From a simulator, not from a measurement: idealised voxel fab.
This is a process module. Its name is voxel gate over fins.
Displayed cross-section: cut, width of 300 nm, square cells sized 5 nm.
Reading order for cross-sections: top band down to bottom band. Underlying form: a grid of square cells. Band size: one or more rows of cells.
It is stipulated that each band's entry specify, in nanometres, the height of the top of the band and then that of its bottom, followed by the materials of the band in left-to-right sequence, each together with its width in nanometres. A single material marked by the word "all across" is understood to fill the band from edge to edge; the word "blank" is understood to denote empty space.
Beneath 0, the wafer as received is one material, and that level is where height counting begins. The lowest band goes on downward without a bottom; it is written like "0 down".
A two-number width, for instance "30..40", indicates that the width is equal to the first number in the top row of the band and to the second number in the bottom row, and that it changes by a constant amount per row of cells.
Step marked "same as before"? Then no cell in the cross-section changed in it.
The list in "Closed void entries" covers empty spaces of 8 cells or more that cannot reach the top through any open way, and it gives each as width x height at distance; the distance is from the left edge, and width, height and distance are in nm.
The remark found on a step's line after its settings is issued by the simulator itself and pertains to that step.
For masked steps, "overlay nm" on the step line gives how far right of plan the mask actually lay; a minus sign means it lay to the left.
Steps in the process plan
step 1: op RECEIVE | material Si
step 2: op CONFORMAL_DEP | material SiN | thk nm 5
step 3: op DIRECTIONAL_DEP | material aC | thk nm 10
step 4: op PATTERN | tone cover | mask id FINS | material resist | width nm 15 | pitch nm 40 | thk nm 30 | overlay nm 0
step 5: op DIRECTIONAL_ETCH | etch materials aC | depth nm 10
step 6: op STRIP | etch materials resist
step 7: op DIRECTIONAL_ETCH | etch materials SiN | depth nm 5
step 8: op DIRECTIONAL_ETCH | etch materials Si | depth nm 30
step 9: op STRIP | etch materials aC
step 10: op OXIDIZE | depth nm 5
step 11: op FILL_DEP | material SiO2 | thk nm 10
step 12: op CMP | height nm 5
step 13: op SELECTIVE_ETCH | etch materials SiO2 | depth nm 20
step 14: op STRIP | etch materials SiN
step 15: op CONFORMAL_DEP | material HfO2 | thk nm 5
step 16: op CONFORMAL_DEP | material TiN | thk nm 5
step 17: op CONFORMAL_DEP | material TiAl | thk nm 5
step 18: op CONFORMAL_DEP | material TiN | thk nm 5
step 19: op FILL_DEP | material W | thk nm 15
step 20: op CMP | height nm 30
step 21: op CONFORMAL_DEP | material SiCN | thk nm 5
Of two wafers, the first: run according to plan
Incoming wafer in cross-section (state: after step 1)
	0 down  Si all across
	Closed void entries: none
Wafer xsec, post step 2
	5 to 0  SiN all across
	Beneath the level 0, the cross-section is identical to its previous state.
Wafer xsec, post step 3
	15 to 5  aC all across
	Beneath the level 5, the cross-section is identical to its previous state.
Wafer xsec, post step 4
	45 to 15  blank: 100 | resist: 15 | blank: 25 | resist: 15 | blank: 25 | resist: 15 | blank: 105
	Beneath the level 15, the cross-section is identical to its previous state.
Wafer xsec, post step 5
	35 to 15  blank: 100 | resist: 15 | blank: 25 | resist: 15 | blank: 25 | resist: 15 | blank: 105
	15 to 5  blank: 100 | aC: 15 | blank: 25 | aC: 15 | blank: 25 | aC: 15 | blank: 105
	Beneath the level 5, the cross-section is identical to its previous state.
Wafer xsec, post step 6
	15 to 5  blank: 100 | aC: 15 | blank: 25 | aC: 15 | blank: 25 | aC: 15 | blank: 105
	Beneath the level 5, the cross-section is identical to its previous state.
Wafer xsec, post step 7
	15 to 5  blank: 100 | aC: 15 | blank: 25 | aC: 15 | blank: 25 | aC: 15 | blank: 105
	5 to 0  blank: 100 | SiN: 15 | blank: 25 | SiN: 15 | blank: 25 | SiN: 15 | blank: 105
	Beneath the level 0, the cross-section is identical to its previous state.
Wafer xsec, post step 8
	15 to 5  blank: 100 | aC: 15 | blank: 25 | aC: 15 | blank: 25 | aC: 15 | blank: 105
	5 to 0  blank: 100 | SiN: 15 | blank: 25 | SiN: 15 | blank: 25 | SiN: 15 | blank: 105
	0 to -30  blank: 100 | Si: 15 | blank: 25 | Si: 15 | blank: 25 | Si: 15 | blank: 105
	Beneath the level -30, the cross-section is identical to its previous state.
Wafer xsec, post step 9
	5 to 0  blank: 100 | SiN: 15 | blank: 25 | SiN: 15 | blank: 25 | SiN: 15 | blank: 105
	Beneath the level 0, the cross-section is identical to its previous state.
Wafer xsec, post step 10
	5 to 0  blank: 100 | SiN: 15 | blank: 25 | SiN: 15 | blank: 25 | SiN: 15 | blank: 105
	0 to -30  blank: 100 | SiO2: 5 | Si: 5 | SiO2: 5 | blank: 25 | SiO2: 5 | Si: 5 | SiO2: 5 | blank: 25 | SiO2: 5 | Si: 5 | SiO2: 5 | blank: 105
	-30 to -35  SiO2: 105 | Si: 5 | SiO2: 35 | Si: 5 | SiO2: 35 | Si: 5 | SiO2: 110
	Beneath the level -35, the cross-section is identical to its previous state.
Wafer xsec, post step 11
	15 to 5  SiO2 all across
	5 to 0  SiO2: 100 | SiN: 15 | SiO2: 25 | SiN: 15 | SiO2: 25 | SiN: 15 | SiO2: 105
	0 to -35  SiO2: 105 | Si: 5 | SiO2: 35 | Si: 5 | SiO2: 35 | Si: 5 | SiO2: 110
	Beneath the level -35, the cross-section is identical to its previous state.
Wafer xsec, post step 12
	5 to 0  SiO2: 100 | SiN: 15 | SiO2: 25 | SiN: 15 | SiO2: 25 | SiN: 15 | SiO2: 105
	Beneath the level 0, the cross-section is identical to its previous state.
Wafer xsec, post step 13
	5 to 0  blank: 100 | SiN: 15 | blank: 25 | SiN: 15 | blank: 25 | SiN: 15 | blank: 105
	0 to -15  blank: 105 | Si: 5 | blank: 35 | Si: 5 | blank: 35 | Si: 5 | blank: 110
	Beneath the level -15, the cross-section is identical to its previous state.
Wafer xsec, post step 14
	0 to -15  blank: 105 | Si: 5 | blank: 35 | Si: 5 | blank: 35 | Si: 5 | blank: 110
	Beneath the level -15, the cross-section is identical to its previous state.
Wafer xsec, post step 15
	5 to 0  blank: 100 | HfO2: 15 | blank: 25 | HfO2: 15 | blank: 25 | HfO2: 15 | blank: 105
	0 to -10  blank: 100 | HfO2: 5 | Si: 5 | HfO2: 5 | blank: 25 | HfO2: 5 | Si: 5 | HfO2: 5 | blank: 25 | HfO2: 5 | Si: 5 | HfO2: 5 | blank: 105
	-10 to -15  HfO2: 105 | Si: 5 | HfO2: 35 | Si: 5 | HfO2: 35 | Si: 5 | HfO2: 110
	Beneath the level -15, the cross-section is identical to its previous state.
Wafer xsec, post step 16
	10 to 5  blank: 95 | TiN: 25 | blank: 15 | TiN: 25 | blank: 15 | TiN: 25 | blank: 100
	5 to 0  blank: 95 | TiN: 5 | HfO2: 15 | TiN: 5 | blank: 15 | TiN: 5 | HfO2: 15 | TiN: 5 | blank: 15 | TiN: 5 | HfO2: 15 | TiN: 5 | blank: 100
	0 to -5  blank: 95 | TiN: 5 | HfO2: 5 | Si: 5 | HfO2: 5 | TiN: 5 | blank: 15 | TiN: 5 | HfO2: 5 | Si: 5 | HfO2: 5 | TiN: 5 | blank: 15 | TiN: 5 | HfO2: 5 | Si: 5 | HfO2: 5 | TiN: 5 | blank: 100
	-5 to -10  TiN: 100 | HfO2: 5 | Si: 5 | HfO2: 5 | TiN: 25 | HfO2: 5 | Si: 5 | HfO2: 5 | TiN: 25 | HfO2: 5 | Si: 5 | HfO2: 5 | TiN: 105
	Beneath the level -10, the cross-section is identical to its previous state.
Wafer xsec, post step 17
	15 to 10  blank: 90 | TiAl: 35 | blank: 5 | TiAl: 35 | blank: 5 | TiAl: 35 | blank: 95
	10 to 5  blank: 90 | TiAl: 5 | TiN: 25 | TiAl: 5 | blank: 5 | TiAl: 5 | TiN: 25 | TiAl: 5 | blank: 5 | TiAl: 5 | TiN: 25 | TiAl: 5 | blank: 95
	5 to 0  blank: 90 | TiAl: 5 | TiN: 5 | HfO2: 15 | TiN: 5 | TiAl: 5 | blank: 5 | TiAl: 5 | TiN: 5 | HfO2: 15 | TiN: 5 | TiAl: 5 | blank: 5 | TiAl: 5 | TiN: 5 | HfO2: 15 | TiN: 5 | TiAl: 5 | blank: 95
	0 to -5  TiAl: 95 | TiN: 5 | HfO2: 5 | Si: 5 | HfO2: 5 | TiN: 5 | TiAl: 15 | TiN: 5 | HfO2: 5 | Si: 5 | HfO2: 5 | TiN: 5 | TiAl: 15 | TiN: 5 | HfO2: 5 | Si: 5 | HfO2: 5 | TiN: 5 | TiAl: 100
	Beneath the level -5, the cross-section is identical to its previous state.
Wafer xsec, post step 18
	20 to 15  blank: 85 | TiN: 125 | blank: 90
	15 to 10  blank: 85 | TiN: 5 | TiAl: 35 | TiN: 5 | TiAl: 35 | TiN: 5 | TiAl: 35 | TiN: 5 | blank: 90
	10 to 5  blank: 85 | TiN: 5 | TiAl: 5 | TiN: 25 | TiAl: 5 | TiN: 5 | TiAl: 5 | TiN: 25 | TiAl: 5 | TiN: 5 | TiAl: 5 | TiN: 25 | TiAl: 5 | TiN: 5 | blank: 90
	5 to 0  TiN: 90 | TiAl: 5 | TiN: 5 | HfO2: 15 | TiN: 5 | TiAl: 5 | TiN: 5 | TiAl: 5 | TiN: 5 | HfO2: 15 | TiN: 5 | TiAl: 5 | TiN: 5 | TiAl: 5 | TiN: 5 | HfO2: 15 | TiN: 5 | TiAl: 5 | TiN: 95
	Beneath the level 0, the cross-section is identical to its previous state.
Wafer xsec, post step 19
	35 to 20  W all across
	20 to 15  W: 85 | TiN: 125 | W: 90
	15 to 10  W: 85 | TiN: 5 | TiAl: 35 | TiN: 5 | TiAl: 35 | TiN: 5 | TiAl: 35 | TiN: 5 | W: 90
	10 to 5  W: 85 | TiN: 5 | TiAl: 5 | TiN: 25 | TiAl: 5 | TiN: 5 | TiAl: 5 | TiN: 25 | TiAl: 5 | TiN: 5 | TiAl: 5 | TiN: 25 | TiAl: 5 | TiN: 5 | W: 90
	Beneath the level 5, the cross-section is identical to its previous state.
Wafer xsec, post step 20
	30 to 20  W all across
	Beneath the level 20, the cross-section is identical to its previous state.
Wafer xsec, post step 21
	35 to 30  SiCN all across
	Beneath the level 30, the cross-section is identical to its previous state.
Second wafer. Start and plan as for the first. One mistake made in running. Agrees with the first up to and including step 3
At the planned end of step 4, the second wafer in cross-section
	45 to 15  resist: 100 | blank: 15 | resist: 25 | blank: 15 | resist: 25 | blank: 15 | resist: 105
	Beneath the level 15, the cross-section is identical to its previous state.
At the planned end of step 5, the second wafer in cross-section
	35 to 15  resist: 100 | blank: 15 | resist: 25 | blank: 15 | resist: 25 | blank: 15 | resist: 105
	15 to 5  aC: 100 | blank: 15 | aC: 25 | blank: 15 | aC: 25 | blank: 15 | aC: 105
	Beneath the level 5, the cross-section is identical to its previous state.
At the planned end of step 6, the second wafer in cross-section
	15 to 5  aC: 100 | blank: 15 | aC: 25 | blank: 15 | aC: 25 | blank: 15 | aC: 105
	Beneath the level 5, the cross-section is identical to its previous state.
At the planned end of step 7, the second wafer in cross-section
	15 to 5  aC: 100 | blank: 15 | aC: 25 | blank: 15 | aC: 25 | blank: 15 | aC: 105
	5 to 0  SiN: 100 | blank: 15 | SiN: 25 | blank: 15 | SiN: 25 | blank: 15 | SiN: 105
	Beneath the level 0, the cross-section is identical to its previous state.
At the planned end of step 8, the second wafer in cross-section
	15 to 5  aC: 100 | blank: 15 | aC: 25 | blank: 15 | aC: 25 | blank: 15 | aC: 105
	5 to 0  SiN: 100 | blank: 15 | SiN: 25 | blank: 15 | SiN: 25 | blank: 15 | SiN: 105
	0 to -30  Si: 100 | blank: 15 | Si: 25 | blank: 15 | Si: 25 | blank: 15 | Si: 105
	Beneath the level -30, the cross-section is identical to its previous state.
At the planned end of step 9, the second wafer in cross-section
	5 to 0  SiN: 100 | blank: 15 | SiN: 25 | blank: 15 | SiN: 25 | blank: 15 | SiN: 105
	Beneath the level 0, the cross-section is identical to its previous state.
At the planned end of step 10, the second wafer in cross-section
	5 to 0  SiN: 100 | blank: 15 | SiN: 25 | blank: 15 | SiN: 25 | blank: 15 | SiN: 105
	0 to -30  Si: 95 | SiO2: 5 | blank: 15 | SiO2: 5 | Si: 15 | SiO2: 5 | blank: 15 | SiO2: 5 | Si: 15 | SiO2: 5 | blank: 15 | SiO2: 5 | Si: 100
	-30 to -35  Si: 95 | SiO2: 25 | Si: 15 | SiO2: 25 | Si: 15 | SiO2: 25 | Si: 100
	Beneath the level -35, the cross-section is identical to its previous state.
At the planned end of step 11, the second wafer in cross-section
	15 to 5  SiO2 all across
	5 to 0  SiN: 100 | SiO2: 15 | SiN: 25 | SiO2: 15 | SiN: 25 | SiO2: 15 | SiN: 105
	0 to -35  Si: 95 | SiO2: 25 | Si: 15 | SiO2: 25 | Si: 15 | SiO2: 25 | Si: 100
	Beneath the level -35, the cross-section is identical to its previous state.
At the planned end of step 12, the second wafer in cross-section
	5 to 0  SiN: 100 | SiO2: 15 | SiN: 25 | SiO2: 15 | SiN: 25 | SiO2: 15 | SiN: 105
	Beneath the level 0, the cross-section is identical to its previous state.
At the planned end of step 13, the second wafer in cross-section
	5 to 0  SiN: 100 | blank: 15 | SiN: 25 | blank: 15 | SiN: 25 | blank: 15 | SiN: 105
	0 to -15  Si: 95 | blank: 25 | Si: 15 | blank: 25 | Si: 15 | blank: 25 | Si: 100
	Beneath the level -15, the cross-section is identical to its previous state.
At the planned end of step 14, the second wafer in cross-section
	0 to -15  Si: 95 | blank: 25 | Si: 15 | blank: 25 | Si: 15 | blank: 25 | Si: 100
	Beneath the level -15, the cross-section is identical to its previous state.
At the planned end of step 15, the second wafer in cross-section
	5 to 0  HfO2: 100 | blank: 15 | HfO2: 25 | blank: 15 | HfO2: 25 | blank: 15 | HfO2: 105
	0 to -10  Si: 95 | HfO2: 5 | blank: 15 | HfO2: 5 | Si: 15 | HfO2: 5 | blank: 15 | HfO2: 5 | Si: 15 | HfO2: 5 | blank: 15 | HfO2: 5 | Si: 100
	-10 to -15  Si: 95 | HfO2: 25 | Si: 15 | HfO2: 25 | Si: 15 | HfO2: 25 | Si: 100
	Beneath the level -15, the cross-section is identical to its previous state.
At the planned end of step 16, the second wafer in cross-section
	10 to 5  TiN: 105 | blank: 5 | TiN: 35 | blank: 5 | TiN: 35 | blank: 5 | TiN: 110
	5 to 0  HfO2: 100 | TiN: 5 | blank: 5 | TiN: 5 | HfO2: 25 | TiN: 5 | blank: 5 | TiN: 5 | HfO2: 25 | TiN: 5 | blank: 5 | TiN: 5 | HfO2: 105
	0 to -5  Si: 95 | HfO2: 5 | TiN: 5 | blank: 5 | TiN: 5 | HfO2: 5 | Si: 15 | HfO2: 5 | TiN: 5 | blank: 5 | TiN: 5 | HfO2: 5 | Si: 15 | HfO2: 5 | TiN: 5 | blank: 5 | TiN: 5 | HfO2: 5 | Si: 100
	-5 to -10  Si: 95 | HfO2: 5 | TiN: 15 | HfO2: 5 | Si: 15 | HfO2: 5 | TiN: 15 | HfO2: 5 | Si: 15 | HfO2: 5 | TiN: 15 | HfO2: 5 | Si: 100
	Beneath the level -10, the cross-section is identical to its previous state.
At the planned end of step 17, the second wafer in cross-section
	15 to 10  TiAl all across
	10 to 5  TiN: 105 | TiAl: 5 | TiN: 35 | TiAl: 5 | TiN: 35 | TiAl: 5 | TiN: 110
	5 to 0  HfO2: 100 | TiN: 5 | TiAl: 5 | TiN: 5 | HfO2: 25 | TiN: 5 | TiAl: 5 | TiN: 5 | HfO2: 25 | TiN: 5 | TiAl: 5 | TiN: 5 | HfO2: 105
	0 to -5  Si: 95 | HfO2: 5 | TiN: 5 | TiAl: 5 | TiN: 5 | HfO2: 5 | Si: 15 | HfO2: 5 | TiN: 5 | TiAl: 5 | TiN: 5 | HfO2: 5 | Si: 15 | HfO2: 5 | TiN: 5 | TiAl: 5 | TiN: 5 | HfO2: 5 | Si: 100
	Beneath the level -5, the cross-section is identical to its previous state.
At the planned end of step 18, the second wafer in cross-section
	20 to 15  TiN all across
	Beneath the level 15, the cross-section is identical to its previous state.
At the planned end of step 19, the second wafer in cross-section
	35 to 20  W all across
	Beneath the level 20, the cross-section is identical to its previous state.
At the planned end of step 20, the second wafer in cross-section
	30 to 20  W all across
	Beneath the level 20, the cross-section is identical to its previous state.
At the planned end of step 21, the second wafer in cross-section
	35 to 30  SiCN all across
	Beneath the level 30, the cross-section is identical to its previous state.
Finding, execution versus plan: step 4 off recipe, ran as op PATTERN | tone open | mask id FINS | material resist | width nm 15 | pitch nm 40 | thk nm 30 | overlay nm 0
Cell-count delta at end, second wafer over first, by material: 294 more of Si, 168 fewer of SiO2, 9 fewer of TiAl, 12 fewer of TiN, 105 fewer of W
